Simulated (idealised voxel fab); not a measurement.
Process module, titled voxel capacitor over wiring
In the cross-section labelled cut, the width is 170 nm and each square cell is 5 nm.
A cross-section in this document is a grid of square cells, and it is written down as bands, the top band listed before the ones below it; a band is made up of one or more rows of cells.
The band entry comprises the height of the band's top followed by the height of its bottom, expressed in nm, and subsequently the band's materials from left to right, each stated together with its width in nm. Where a single material is marked with the word "all across", that material fills the band from edge to edge. The word "air" represents empty space.
Height reference: 0 = level under which incoming wafer is all one material. Lowest band: no bottom, runs on downward, e.g. "0 -> down".
Graded width ("30->40"): value in top row of band = first number; value in bottom row = second number; row-to-row change constant.
Key: "no alteration" - step with no changed cell in the cross-section.
"Closed void inventory" enumerates empty spaces isolated from the top, with no open way to it, that contain at least 8 cells, giving each as width x height at distance from the left edge, all three in nm.
Past the settings on a step's line: simulator remark, on that step.
When a step includes a mask, the "overlay nm" setting on its line states how far to the right of its planned place that mask lay, and negative values state how far to the left.
What follows is a series of pairs. Each pair shows a cross-section before one process step and the cross-section after it, and the after view is drawn only down to the lowest band that changed. Beneath each pair is the step that lies between the two, with its settings. Pairs may come from different runs of this module on the same starting wafer, so a pair continues from the one above it only where its entry headed "Before step" says so.

### Before step
  100 -> 85 = aC all across
  85 -> 75 = SiO2 all across
  75 -> 65 = SiO2 (40), then TiN (60), then SiO2 (70)
  65 -> 60 = SiO2 (40), then SiN (60), then SiO2 (70)
  60 -> 50 = SiO2 (35), then TiN (70), then SiO2 (65)
  50 -> 35 = lowk (40), then TiN (5), then aC (5), then TiN (5), then lowk (115)
  35 -> 30 = SiCN (40), then TiN (15), then SiCN (115)
  30 -> 15 = lowk (25), then SiCN (5), then Ru (25), then SiCN (5), then lowk (45), then SiCN (5), then Ru (25), then SiCN (5), then lowk (30)
  15 -> 10 = SiCN (30), then TiN (25), then SiCN (55), then TiN (25), then SiCN (35)
  10 -> 0 = SiO2 all across
  0 -> down = Si all across
  Closed void inventory: none

### Sectional View, Post-Process
  130 -> 100 = resist (50), then air (15), then resist (105)
  Unchanged below 100.
  Closed void inventory: none
Intermediate step for the cross-sections above: PATTERN: tone open, mask id PLUG_2, material resist, width nm 15, thk nm 30, overlay nm 0

Before step: just use the after drawing of the pair above as your starting point.

### Sectional View, Post-Process
  115 -> 100 = resist (50), then air (15), then resist (105)
  100 -> 85 = aC (50), then air (15), then aC (105)
  Unchanged below 85.
  Closed void inventory: none
Intermediate step for the cross-sections above: DIRECTIONAL_ETCH: etch materials aC, depth nm 15

Before step: just use the after drawing of the pair above as your starting point.

### Sectional View, Post-Process
  100 -> 85 = aC (50), then air (15), then aC (105)
  Unchanged below 85.
  Closed void inventory: none
Intermediate step for the cross-sections above: STRIP: etch materials resist

Before step: just use the after drawing of the pair above as your starting point.

### Sectional View, Post-Process
  100 -> 85 = aC (50), then air (15), then aC (105)
  85 -> 75 = SiO2 (50), then air (15), then SiO2 (105)
  Unchanged below 75.
  Closed void inventory: none
Intermediate step for the cross-sections above: DIRECTIONAL_ETCH: etch materials SiO2, depth nm 10

Before step: just use the after drawing of the pair above as your starting point.

### Sectional View, Post-Process
  85 -> 75 = SiO2 (50), then air (15), then SiO2 (105)
  Unchanged below 75.
  Closed void inventory: none
Intermediate step for the cross-sections above: STRIP: etch materials aC

Before step: just use the after drawing of the pair above as your starting point.

### Sectional View, Post-Process
  90 -> 85 = TiN (55), then air (5), then TiN (110)
  85 -> 80 = SiO2 (50), then TiN (5), then air (5), then TiN (5), then SiO2 (105)
  80 -> 75 = SiO2 (50), then TiN (15), then SiO2 (105)
  Unchanged below 75.
  Closed void inventory: none
Intermediate step for the cross-sections above: CONFORMAL_DEP: material TiN, thk nm 5

Before step: just use the after drawing of the pair above as your starting point.

### Sectional View, Post-Process
  100 -> 90 = Ru all across
  90 -> 85 = TiN (55), then Ru (5), then TiN (110)
  85 -> 80 = SiO2 (50), then TiN (5), then Ru (5), then TiN (5), then SiO2 (105)
  Unchanged below 80.
  Closed void inventory: none
Intermediate step for the cross-sections above: FILL_DEP: material Ru, thk nm 10

Before step: just use the after drawing of the pair above as your starting point.

### Sectional View, Post-Process
  85 -> 80 = SiO2 (50), then TiN (5), then Ru (5), then TiN (5), then SiO2 (105)
  Unchanged below 80.
  Closed void inventory: none
Intermediate step for the cross-sections above: CMP: height nm 85

Before step: just use the after drawing of the pair above as your starting point.

### Sectional View, Post-Process
  90 -> 85 = SiCN all across
  Unchanged below 85.
  Closed void inventory: none
Intermediate step for the cross-sections above: CONFORMAL_DEP: material SiCN, thk nm 5

### Before step
  30 -> 15 = Ru all across
  15 -> 10 = TiN all across
  10 -> 0 = SiO2 all across
  0 -> down = Si all across
  Closed void inventory: none

### Sectional View, Post-Process
  30 -> 15 = Ru (30), then air (25), then Ru (55), then air (25), then Ru (35)
  Unchanged below 15.
  Closed void inventory: none
Intermediate step for the cross-sections above: MASKED_ETCH: tone open, mask id METAL_1, width nm 25, pitch nm 80, etch materials Ru, depth nm 15, overlay nm 0

Before step: just use the after drawing of the pair above as your starting point.

### Sectional View, Post-Process
  35 -> 30 = SiCN (35), then air (15), then SiCN (65), then air (15), then SiCN (40)
  30 -> 20 = Ru (30), then SiCN (5), then air (15), then SiCN (5), then Ru (55), then SiCN (5), then air (15), then SiCN (5), then Ru (35)
  20 -> 15 = Ru (30), then SiCN (25), then Ru (55), then SiCN (25), then Ru (35)
  Unchanged below 15.
  Closed void inventory: none
Intermediate step for the cross-sections above: CONFORMAL_DEP: material SiCN, thk nm 5

Before step: just use the after drawing of the pair above as your starting point.

### Sectional View, Post-Process
  45 -> 35 = lowk all across
  35 -> 30 = SiCN (35), then lowk (15), then SiCN (65), then lowk (15), then SiCN (40)
  30 -> 20 = Ru (30), then SiCN (5), then lowk (15), then SiCN (5), then Ru (55), then SiCN (5), then lowk (15), then SiCN (5), then Ru (35)
  Unchanged below 20.
  Closed void inventory: none
Intermediate step for the cross-sections above: FILL_DEP: material lowk, thk nm 10

Before step: just use the after drawing of the pair above as your starting point.

### Sectional View, Post-Process
  30 -> 20 = Ru (30), then SiCN (5), then lowk (15), then SiCN (5), then Ru (55), then SiCN (5), then lowk (15), then SiCN (5), then Ru (35)
  Unchanged below 20.
  Closed void inventory: none
Intermediate step for the cross-sections above: CMP: height nm 30

Before step: just use the after drawing of the pair above as your starting point.

### Sectional View, Post-Process
  35 -> 30 = SiCN all across
  Unchanged below 30.
  Closed void inventory: none
Intermediate step for the cross-sections above: CONFORMAL_DEP: material SiCN, thk nm 5

Before step: just use the after drawing of the pair above as your starting point.

### Sectional View, Post-Process
  50 -> 35 = lowk all across
  Unchanged below 35.
  Closed void inventory: none
Intermediate step for the cross-sections above: DIRECTIONAL_DEP: material lowk, thk nm 15

Before step: just use the after drawing of the pair above as your starting point.

### Sectional View, Post-Process
  65 -> 50 = resist (40), then air (15), then resist (115)
  Unchanged below 50.
  Closed void inventory: none
Intermediate step for the cross-sections above: PATTERN: tone open, mask id PLUG_1, material resist, width nm 15, thk nm 15, overlay nm 0

Before step: just use the after drawing of the pair above as your starting point.

### Sectional View, Post-Process
  65 -> 50 = resist (40), then air (15), then resist (115)
  50 -> 35 = lowk (40), then air (15), then lowk (115)
  Unchanged below 35.
  Closed void inventory: none
Intermediate step for the cross-sections above: DIRECTIONAL_ETCH: etch materials lowk, depth nm 15

Before step: just use the after drawing of the pair above as your starting point.

### Sectional View, Post-Process
  65 -> 50 = resist (40), then air (15), then resist (115)
  50 -> 35 = lowk (40), then air (15), then lowk (115)
  35 -> 30 = SiCN (40), then air (15), then SiCN (115)
  Unchanged below 30.
  Closed void inventory: none
Intermediate step for the cross-sections above: DIRECTIONAL_ETCH: etch materials SiCN, depth nm 5

Before step: just use the after drawing of the pair above as your starting point.

### Sectional View, Post-Process
  50 -> 35 = lowk (40), then air (15), then lowk (115)
  Unchanged below 35.
  Closed void inventory: none
Intermediate step for the cross-sections above: STRIP: etch materials resist

Before step: just use the after drawing of the pair above as your starting point.

### Sectional View, Post-Process
  55 -> 50 = TiN (45), then air (5), then TiN (120)
  50 -> 35 = lowk (40), then TiN (5), then air (5), then TiN (5), then lowk (115)
  35 -> 30 = SiCN (40), then TiN (15), then SiCN (115)
  Unchanged below 30.
  Closed void inventory: none
Intermediate step for the cross-sections above: CONFORMAL_DEP: material TiN, thk nm 5

Before step: just use the after drawing of the pair above as your starting point.

### Sectional View, Post-Process
  60 -> 55 = Ru all across
  55 -> 50 = TiN (45), then Ru (5), then TiN (120)
  50 -> 35 = lowk (40), then TiN (5), then Ru (5), then TiN (5), then lowk (115)
  Unchanged below 35.
  Closed void inventory: none
Intermediate step for the cross-sections above: FILL_DEP: material Ru, thk nm 5

Before step: just use the after drawing of the pair above as your starting point.

### Sectional View, Post-Process
  50 -> 35 = lowk (40), then TiN (5), then Ru (5), then TiN (5), then lowk (115)
  Unchanged below 35.
  Closed void inventory: none
Intermediate step for the cross-sections above: CMP: height nm 50

Before step: just use the after drawing of the pair above as your starting point.

### Sectional View, Post-Process
  60 -> 50 = TiN all across
  Unchanged below 50.
  Closed void inventory: none
Intermediate step for the cross-sections above: DIRECTIONAL_DEP: material TiN, thk nm 10

Before step: just use the after drawing of the pair above as your starting point.

### Sectional View, Post-Process
  65 -> 60 = SiN all across
  Unchanged below 60.
  Closed void inventory: none
Intermediate step for the cross-sections above: DIRECTIONAL_DEP: material SiN, thk nm 5

Before step: just use the after drawing of the pair above as your starting point.

### Sectional View, Post-Process
  75 -> 65 = TiN all across
  Unchanged below 65.
  Closed void inventory: none
Intermediate step for the cross-sections above: DIRECTIONAL_DEP: material TiN, thk nm 10

Before step: just use the after drawing of the pair above as your starting point.

### Sectional View, Post-Process
  90 -> 75 = air (40), then resist (60), then air (70)
  Unchanged below 75.
  Closed void inventory: none
Intermediate step for the cross-sections above: PATTERN: tone cover, mask id UPPER_PLATE, material resist, width nm 60, thk nm 15, overlay nm 0

Before step: just use the after drawing of the pair above as your starting point.

### Sectional View, Post-Process
  90 -> 75 = air (40), then resist (60), then air (70)
  75 -> 65 = air (40), then TiN (60), then air (70)
  Unchanged below 65.
  Closed void inventory: none
Intermediate step for the cross-sections above: DIRECTIONAL_ETCH: etch materials TiN, depth nm 10

Before step: just use the after drawing of the pair above as your starting point.

### Sectional View, Post-Process
  90 -> 75 = air (40), then resist (60), then air (70)
  75 -> 65 = air (40), then TiN (60), then air (70)
  65 -> 60 = air (40), then SiN (60), then air (70)
  Unchanged below 60.
  Closed void inventory: none
Intermediate step for the cross-sections above: DIRECTIONAL_ETCH: etch materials SiN, depth nm 5

Before step: just use the after drawing of the pair above as your starting point.

### Sectional View, Post-Process
  75 -> 65 = air (40), then TiN (60), then air (70)
  Unchanged below 65.
  Closed void inventory: none
Intermediate step for the cross-sections above: STRIP: etch materials resist

Before step: just use the after drawing of the pair above as your starting point.

### Sectional View, Post-Process
  85 -> 75 = air (40), then aC (60), then air (70)
  75 -> 70 = air (40), then TiN (60), then air (70)
  70 -> 65 = aC (40), then TiN (60), then aC (70)
  65 -> 60 = aC (40), then SiN (60), then aC (70)
  Unchanged below 60.
  Closed void inventory: none
Intermediate step for the cross-sections above: DIRECTIONAL_DEP: material aC, thk nm 10

Before step: just use the after drawing of the pair above as your starting point.

### Sectional View, Post-Process
  110 -> 85 = air (35), then resist (70), then air (65)
  85 -> 75 = air (35), then resist (5), then aC (60), then resist (5), then air (65)
  75 -> 70 = air (35), then resist (5), then TiN (60), then resist (5), then air (65)
  Unchanged below 70.
  Closed void inventory: none
Intermediate step for the cross-sections above: PATTERN: tone cover, mask id LOWER_PLATE, material resist, width nm 70, thk nm 25, overlay nm 0

Before step: just use the after drawing of the pair above as your starting point.

### Sectional View, Post-Process
  100 -> 85 = air (35), then resist (70), then air (65)
  85 -> 75 = air (35), then resist (5), then aC (60), then resist (5), then air (65)
  75 -> 70 = air (35), then resist (5), then TiN (60), then resist (5), then air (65)
  70 -> 65 = air (35), then aC (5), then TiN (60), then aC (5), then air (65)
  65 -> 60 = air (35), then aC (5), then SiN (60), then aC (5), then air (65)
  Unchanged below 60.
  Closed void inventory: none
Intermediate step for the cross-sections above: DIRECTIONAL_ETCH: etch materials aC, depth nm 10

Before step: just use the after drawing of the pair above as your starting point.

### Sectional View, Post-Process
  85 -> 75 = air (40), then aC (60), then air (70)
  75 -> 70 = air (40), then TiN (60), then air (70)
  Unchanged below 70.
  Closed void inventory: none
Intermediate step for the cross-sections above: STRIP: etch materials resist

Before step: just use the after drawing of the pair above as your starting point.

### Sectional View, Post-Process
  85 -> 75 = air (40), then aC (60), then air (70)
  75 -> 70 = air (40), then TiN (60), then air (70)
  70 -> 65 = air (35), then aC (5), then TiN (60), then aC (5), then air (65)
  65 -> 60 = air (35), then aC (5), then SiN (60), then aC (5), then air (65)
  60 -> 50 = air (35), then TiN (70), then air (65)
  Unchanged below 50.
  Closed void inventory: none
Intermediate step for the cross-sections above: DIRECTIONAL_ETCH: etch materials TiN, depth nm 10

Before step: just use the after drawing of the pair above as your starting point.

### Sectional View, Post-Process
  75 -> 65 = air (40), then TiN (60), then air (70)
  65 -> 60 = air (40), then SiN (60), then air (70)
  Unchanged below 60.
  Closed void inventory: none
Intermediate step for the cross-sections above: STRIP: etch materials aC

Before step: just use the after drawing of the pair above as your starting point.

### Sectional View, Post-Process
  90 -> 75 = SiO2 all across
  75 -> 65 = SiO2 (40), then TiN (60), then SiO2 (70)
  65 -> 60 = SiO2 (40), then SiN (60), then SiO2 (70)
  60 -> 50 = SiO2 (35), then TiN (70), then SiO2 (65)
  Unchanged below 50.
  Closed void inventory: none
Intermediate step for the cross-sections above: FILL_DEP: material SiO2, thk nm 15

Before step: just use the after drawing of the pair above as your starting point.

### Sectional View, Post-Process
  85 -> 75 = SiO2 all across
  Unchanged below 75.
  Closed void inventory: none
Intermediate step for the cross-sections above: CMP: height nm 85

Before step: just use the after drawing of the pair above as your starting point.

### Sectional View, Post-Process
  100 -> 85 = aC all across
  Unchanged below 85.
  Closed void inventory: none
Intermediate step for the cross-sections above: DIRECTIONAL_DEP: material aC, thk nm 15

Before step: just use the after drawing of the pair above as your starting point.

### Sectional View, Post-Process
  130 -> 100 = resist (50), then air (15), then resist (105)
  Unchanged below 100.
  Closed void inventory: none
Intermediate step for the cross-sections above: PATTERN: tone open, mask id PLUG_2, material resist, width nm 15, thk nm 30, overlay nm 0

Before step: just use the after drawing of the pair above as your starting point.

### Sectional View, Post-Process
  115 -> 100 = resist (50), then air (15), then resist (105)
  100 -> 85 = aC (50), then air (15), then aC (105)
  Unchanged below 85.
  Closed void inventory: none
Intermediate step for the cross-sections above: DIRECTIONAL_ETCH: etch materials aC, depth nm 15

Before step: just use the after drawing of the pair above as your starting point.

### Sectional View, Post-Process
  100 -> 85 = aC (50), then air (15), then aC (105)
  Unchanged below 85.
  Closed void inventory: none
Intermediate step for the cross-sections above: STRIP: etch materials resist

Before step: just use the after drawing of the pair above as your starting point.

### Sectional View, Post-Process
  100 -> 85 = aC (50), then air (15), then aC (105)
  85 -> 75 = SiO2 (50), then air (15), then SiO2 (105)
  Unchanged below 75.
  Closed void inventory: none
Intermediate step for the cross-sections above: DIRECTIONAL_ETCH: etch materials SiO2, depth nm 10

Before step: just use the after drawing of the pair above as your starting point.

### Sectional View, Post-Process
  85 -> 75 = SiO2 (50), then air (15), then SiO2 (105)
  Unchanged below 75.
  Closed void inventory: none
Intermediate step for the cross-sections above: STRIP: etch materials aC

Before step: just use the after drawing of the pair above as your starting point.

### Sectional View, Post-Process
  90 -> 85 = TiN (55), then air (5), then TiN (110)
  85 -> 80 = SiO2 (50), then TiN (5), then air (5), then TiN (5), then SiO2 (105)
  80 -> 75 = SiO2 (50), then TiN (15), then SiO2 (105)
  Unchanged below 75.
  Closed void inventory: none
Intermediate step for the cross-sections above: CONFORMAL_DEP: material TiN, thk nm 5

Before step: just use the after drawing of the pair above as your starting point.

### Sectional View, Post-Process
  100 -> 90 = Ru all across
  90 -> 85 = TiN (55), then Ru (5), then TiN (110)
  85 -> 80 = SiO2 (50), then TiN (5), then Ru (5), then TiN (5), then SiO2 (105)
  Unchanged below 80.
  Closed void inventory: none
Intermediate step for the cross-sections above: FILL_DEP: material Ru, thk nm 10

Before step: just use the after drawing of the pair above as your starting point.

### Sectional View, Post-Process
  85 -> 80 = SiO2 (50), then TiN (5), then Ru (5), then TiN (5), then SiO2 (105)
  Unchanged below 80.
  Closed void inventory: none
Intermediate step for the cross-sections above: CMP: height nm 85

Before step: just use the after drawing of the pair above as your starting point.

### Sectional View, Post-Process
  90 -> 85 = SiCN all across
  Unchanged below 85.
  Closed void inventory: none
Intermediate step for the cross-sections above: CONFORMAL_DEP: material SiCN, thk nm 5
